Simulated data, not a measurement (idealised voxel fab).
Process module name: voxel capacitor over wiring
Section cut is 290 nm wide and gridded with 5 nm square cells.
Each cross-section below is a grid of square cells, stated as bands in top-down order, with one or more rows of cells making up each band.
The entry gives the band's vertical extent as a top height and a bottom height in nm, then its horizontal make-up as materials from left to right, each with a width in nm. "empty" stands for empty space; a single material marked "all across" fills the band edge to edge.
Heights are expressed relative to 0, this being the level below which the as-received wafer comprises one material exclusively. The lowest band is unbounded in the downward direction and is denoted as in "z 0 and below".
Width "30..40": first value at the band's top row of cells, second value at its bottom row, equal change from row to row.
For the purposes of this document, the phrase "all unchanged" attached to a step denotes that no cell within the cross-section was modified by that step.
Enclosed internal voids: empty space of 8 cells or more with no open way to the top, each as width x height at its distance from the left edge, in nm
after a step's settings: what the simulator itself notes on the step
The optional step-line setting "overlay nm" applies to steps with a mask and quantifies how far to the right of its planned location the mask lay, a negative value indicating leftward placement.
### Set out below are the planned steps of the process
step 1: RECEIVE [material Si]
step 2: CONFORMAL_DEP [material SiO2] [thk nm 10]
step 3: DIRECTIONAL_DEP [material TiN] [thk nm 5]
step 4: DIRECTIONAL_DEP [material Ru] [thk nm 25]
step 5: PATTERN [tone cover] [mask id METAL_1] [material resist] [width nm 25] [pitch nm 95] [thk nm 15] [overlay nm 0]
step 6: DIRECTIONAL_ETCH [etch materials Ru] [depth nm 25]
step 7: DIRECTIONAL_ETCH [etch materials TiN] [depth nm 5]
step 8: STRIP [etch materials resist]
step 9: CONFORMAL_DEP [material SiCN] [thk nm 5]
step 10: FILL_DEP [material SiO2] [thk nm 10]
step 11: CMP [height nm 40]
step 12: CONFORMAL_DEP [material SiCN] [thk nm 5]
step 13: DIRECTIONAL_DEP [material SiO2] [thk nm 15]
step 14: MASKED_ETCH [tone open] [mask id PLUG_1] [width nm 15] [etch materials SiO2] [depth nm 15] [overlay nm 0]
step 15: MASKED_ETCH [tone open] [mask id PLUG_1] [width nm 15] [etch materials SiCN] [depth nm 5] [overlay nm 0]
step 16: CONFORMAL_DEP [material TiN] [thk nm 5]
step 17: FILL_DEP [material W] [thk nm 5]
step 18: CMP [height nm 60]
step 19: DIRECTIONAL_DEP [material TiN] [thk nm 5]
step 20: DIRECTIONAL_DEP [material SiN] [thk nm 5]
step 21: DIRECTIONAL_DEP [material TiN] [thk nm 5]
step 22: DIRECTIONAL_DEP [material aC] [thk nm 10]
step 23: PATTERN [tone cover] [mask id UPPER_PLATE] [material resist] [width nm 75] [thk nm 25] [overlay nm 0]
step 24: DIRECTIONAL_ETCH [etch materials aC] [depth nm 10]
step 25: STRIP [etch materials resist]
step 26: DIRECTIONAL_ETCH [etch materials TiN] [depth nm 5]
step 27: DIRECTIONAL_ETCH [etch materials SiN] [depth nm 5]
step 28: STRIP [etch materials aC]
step 29: MASKED_ETCH [tone cover] [mask id LOWER_PLATE] [width nm 85] [etch materials TiN] [depth nm 5] [overlay nm 0]
step 30: FILL_DEP [material SiO2] [thk nm 15]
step 31: CMP [height nm 85]
step 32: DIRECTIONAL_DEP [material aC] [thk nm 15]
step 33: PATTERN [tone open] [mask id PLUG_2] [material resist] [width nm 15] [thk nm 30] [overlay nm 0]
step 34: DIRECTIONAL_ETCH [etch materials aC] [depth nm 15]
step 35: STRIP [etch materials resist]
step 36: DIRECTIONAL_ETCH [etch materials SiO2] [depth nm 10]
step 37: STRIP [etch materials aC]
step 38: CONFORMAL_DEP [material TiN] [thk nm 5]
step 39: FILL_DEP [material W] [thk nm 5]
step 40: CMP [height nm 85]
step 41: CONFORMAL_DEP [material SiN] [thk nm 5]
### On the first of the two wafers: run conducted according to plan
### Shown in cross-section is the wafer as received, that is, as it stands after step 1
z 0 and below | Si all across
Enclosed internal voids: none
### Cross-section: wafer state after step 2
z 10 to 0 | SiO2 all across
Heights below 0 show no change.
### Cross-section: wafer state after step 3
z 15 to 10 | TiN all across
Heights below 10 show no change.
### Cross-section: wafer state after step 4
z 40 to 15 | Ru all across
Heights below 15 show no change.
### Cross-section: wafer state after step 5
z 55 to 40 | empty 85; resist 25; empty 70; resist 25; empty 85
Heights below 40 show no change.
### Cross-section: wafer state after step 6
z 55 to 40 | empty 85; resist 25; empty 70; resist 25; empty 85
z 40 to 15 | empty 85; Ru 25; empty 70; Ru 25; empty 85
Heights below 15 show no change.
### Cross-section: wafer state after step 7
z 55 to 40 | empty 85; resist 25; empty 70; resist 25; empty 85
z 40 to 15 | empty 85; Ru 25; empty 70; Ru 25; empty 85
z 15 to 10 | empty 85; TiN 25; empty 70; TiN 25; empty 85
Heights below 10 show no change.
### Cross-section: wafer state after step 8
z 40 to 15 | empty 85; Ru 25; empty 70; Ru 25; empty 85
Heights below 15 show no change.
### Cross-section: wafer state after step 9
z 45 to 40 | empty 80; SiCN 35; empty 60; SiCN 35; empty 80
z 40 to 15 | empty 80; SiCN 5; Ru 25; SiCN 5; empty 60; SiCN 5; Ru 25; SiCN 5; empty 80
z 15 to 10 | SiCN 85; TiN 25; SiCN 70; TiN 25; SiCN 85
Heights below 10 show no change.
### Cross-section: wafer state after step 10
z 55 to 45 | SiO2 all across
z 45 to 40 | SiO2 80; SiCN 35; SiO2 60; SiCN 35; SiO2 80
z 40 to 15 | SiO2 80; SiCN 5; Ru 25; SiCN 5; SiO2 60; SiCN 5; Ru 25; SiCN 5; SiO2 80
Heights below 15 show no change.
### Cross-section: wafer state after step 11
z 40 to 15 | SiO2 80; SiCN 5; Ru 25; SiCN 5; SiO2 60; SiCN 5; Ru 25; SiCN 5; SiO2 80
Heights below 15 show no change.
### Cross-section: wafer state after step 12
z 45 to 40 | SiCN all across
Heights below 40 show no change.
### Cross-section: wafer state after step 13
z 60 to 45 | SiO2 all across
Heights below 45 show no change.
### Cross-section: wafer state after step 14
z 60 to 45 | SiO2 95; empty 15; SiO2 180
Heights below 45 show no change.
### Cross-section: wafer state after step 15
z 60 to 45 | SiO2 95; empty 15; SiO2 180
z 45 to 40 | SiCN 95; empty 15; SiCN 180
Heights below 40 show no change.
### Cross-section: wafer state after step 16
z 65 to 60 | TiN 100; empty 5; TiN 185
z 60 to 45 | SiO2 95; TiN 5; empty 5; TiN 5; SiO2 180
z 45 to 40 | SiCN 95; TiN 15; SiCN 180
Heights below 40 show no change.
### Cross-section: wafer state after step 17
z 70 to 65 | W all across
z 65 to 60 | TiN 100; W 5; TiN 185
z 60 to 45 | SiO2 95; TiN 5; W 5; TiN 5; SiO2 180
Heights below 45 show no change.
### Cross-section: wafer state after step 18
z 60 to 45 | SiO2 95; TiN 5; W 5; TiN 5; SiO2 180
Heights below 45 show no change.
### Cross-section: wafer state after step 19
z 65 to 60 | TiN all across
Heights below 60 show no change.
### Cross-section: wafer state after step 20
z 70 to 65 | SiN all across
Heights below 65 show no change.
### Cross-section: wafer state after step 21
z 75 to 70 | TiN all across
Heights below 70 show no change.
### Cross-section: wafer state after step 22
z 85 to 75 | aC all across
Heights below 75 show no change.
### Cross-section: wafer state after step 23
z 110 to 85 | empty 95; resist 75; empty 120
Heights below 85 show no change.
### Cross-section: wafer state after step 24
z 100 to 85 | empty 95; resist 75; empty 120
z 85 to 75 | empty 95; aC 75; empty 120
Heights below 75 show no change.
### Cross-section: wafer state after step 25
z 85 to 75 | empty 95; aC 75; empty 120
Heights below 75 show no change.
### Cross-section: wafer state after step 26
z 85 to 75 | empty 95; aC 75; empty 120
z 75 to 70 | empty 95; TiN 75; empty 120
Heights below 70 show no change.
### Cross-section: wafer state after step 27
z 85 to 75 | empty 95; aC 75; empty 120
z 75 to 70 | empty 95; TiN 75; empty 120
z 70 to 65 | empty 95; SiN 75; empty 120
Heights below 65 show no change.
### Cross-section: wafer state after step 28
z 75 to 70 | empty 95; TiN 75; empty 120
Heights below 70 show no change.
### Cross-section: wafer state after step 29
z 75 to 70 | empty 95; TiN 75; empty 120
z 70 to 65 | empty 95; SiN 75; empty 120
z 65 to 60 | empty 90; TiN 85; empty 115
Heights below 60 show no change.
### Cross-section: wafer state after step 30
z 90 to 75 | SiO2 all across
z 75 to 70 | SiO2 95; TiN 75; SiO2 120
z 70 to 65 | SiO2 95; SiN 75; SiO2 120
z 65 to 60 | SiO2 90; TiN 85; SiO2 115
Heights below 60 show no change.
### Cross-section: wafer state after step 31
z 85 to 75 | SiO2 all across
Heights below 75 show no change.
### Cross-section: wafer state after step 32
z 100 to 85 | aC all across
Heights below 85 show no change.
### Cross-section: wafer state after step 33
z 130 to 100 | resist 105; empty 15; resist 170
Heights below 100 show no change.
### Cross-section: wafer state after step 34
z 115 to 100 | resist 105; empty 15; resist 170
z 100 to 85 | aC 105; empty 15; aC 170
Heights below 85 show no change.
### Cross-section: wafer state after step 35
z 100 to 85 | aC 105; empty 15; aC 170
Heights below 85 show no change.
### Cross-section: wafer state after step 36
z 100 to 85 | aC 105; empty 15; aC 170
z 85 to 75 | SiO2 105; empty 15; SiO2 170
Heights below 75 show no change.
### Cross-section: wafer state after step 37
z 85 to 75 | SiO2 105; empty 15; SiO2 170
Heights below 75 show no change.
### Cross-section: wafer state after step 38
z 90 to 85 | TiN 110; empty 5; TiN 175
z 85 to 80 | SiO2 105; TiN 5; empty 5; TiN 5; SiO2 170
z 80 to 70 | SiO2 105..95; TiN 15..75; SiO2 170..120
Heights below 70 show no change.
### Cross-section: wafer state after step 39
z 95 to 90 | W all across
z 90 to 85 | TiN 110; W 5; TiN 175
z 85 to 80 | SiO2 105; TiN 5; W 5; TiN 5; SiO2 170
Heights below 80 show no change.
### Cross-section: wafer state after step 40
z 85 to 80 | SiO2 105; TiN 5; W 5; TiN 5; SiO2 170
Heights below 80 show no change.
### Cross-section: wafer state after step 41
z 90 to 85 | SiN all across
Heights below 85 show no change.
### Companion wafer, the second of two: same beginning, same intended sequence, one mistake in carrying it out; through step 28 inclusive it tracks the first exactly
### Cross-sectional representation of the second wafer at the time designated in the plan for the completion of step 29
z 75 to 70 | empty 100; TiN 70; empty 120
z 70 to 65 | empty 95; SiN 75; empty 120
z 65 to 60 | empty 95; TiN 90; empty 105
Heights below 60 show no change.
### Cross-sectional representation of the second wafer at the time designated in the plan for the completion of step 30
z 90 to 75 | SiO2 all across
z 75 to 70 | SiO2 100; TiN 70; SiO2 120
z 70 to 65 | SiO2 95; SiN 75; SiO2 120
z 65 to 60 | SiO2 95; TiN 90; SiO2 105
Heights below 60 show no change.
### Cross-sectional representation of the second wafer at the time designated in the plan for the completion of step 31
z 85 to 75 | SiO2 all across
Heights below 75 show no change.
### Cross-sectional representation of the second wafer at the time designated in the plan for the completion of step 32
z 100 to 85 | aC all across
Heights below 85 show no change.
### Cross-sectional representation of the second wafer at the time designated in the plan for the completion of step 33
z 130 to 100 | resist 105; empty 15; resist 170
Heights below 100 show no change.
### Cross-sectional representation of the second wafer at the time designated in the plan for the completion of step 34
z 115 to 100 | resist 105; empty 15; resist 170
z 100 to 85 | aC 105; empty 15; aC 170
Heights below 85 show no change.
### Cross-sectional representation of the second wafer at the time designated in the plan for the completion of step 35
z 100 to 85 | aC 105; empty 15; aC 170
Heights below 85 show no change.
### Cross-sectional representation of the second wafer at the time designated in the plan for the completion of step 36
z 100 to 85 | aC 105; empty 15; aC 170
z 85 to 75 | SiO2 105; empty 15; SiO2 170
Heights below 75 show no change.
### Cross-sectional representation of the second wafer at the time designated in the plan for the completion of step 37
z 85 to 75 | SiO2 105; empty 15; SiO2 170
Heights below 75 show no change.
### Cross-sectional representation of the second wafer at the time designated in the plan for the completion of step 38
z 90 to 85 | TiN 110; empty 5; TiN 175
z 85 to 80 | SiO2 105; TiN 5; empty 5; TiN 5; SiO2 170
z 80 to 70 | SiO2 105..100; TiN 15..70; SiO2 170..120
Heights below 70 show no change.
### Cross-sectional representation of the second wafer at the time designated in the plan for the completion of step 39
z 95 to 90 | W all across
z 90 to 85 | TiN 110; W 5; TiN 175
z 85 to 80 | SiO2 105; TiN 5; W 5; TiN 5; SiO2 170
Heights below 80 show no change.
### Cross-sectional representation of the second wafer at the time designated in the plan for the completion of step 40
z 85 to 80 | SiO2 105; TiN 5; W 5; TiN 5; SiO2 170
Heights below 80 show no change.
### Cross-sectional representation of the second wafer at the time designated in the plan for the completion of step 41
z 90 to 85 | SiN all across
Heights below 85 show no change.
Deviation from plan: contrary to plan, step 29 was performed as MASKED_ETCH [tone cover] [mask id LOWER_PLATE] [width nm 85] [etch materials TiN] [depth nm 5] [overlay nm 10]
Final state: per-material cell counts identical on both wafers; locations differ.
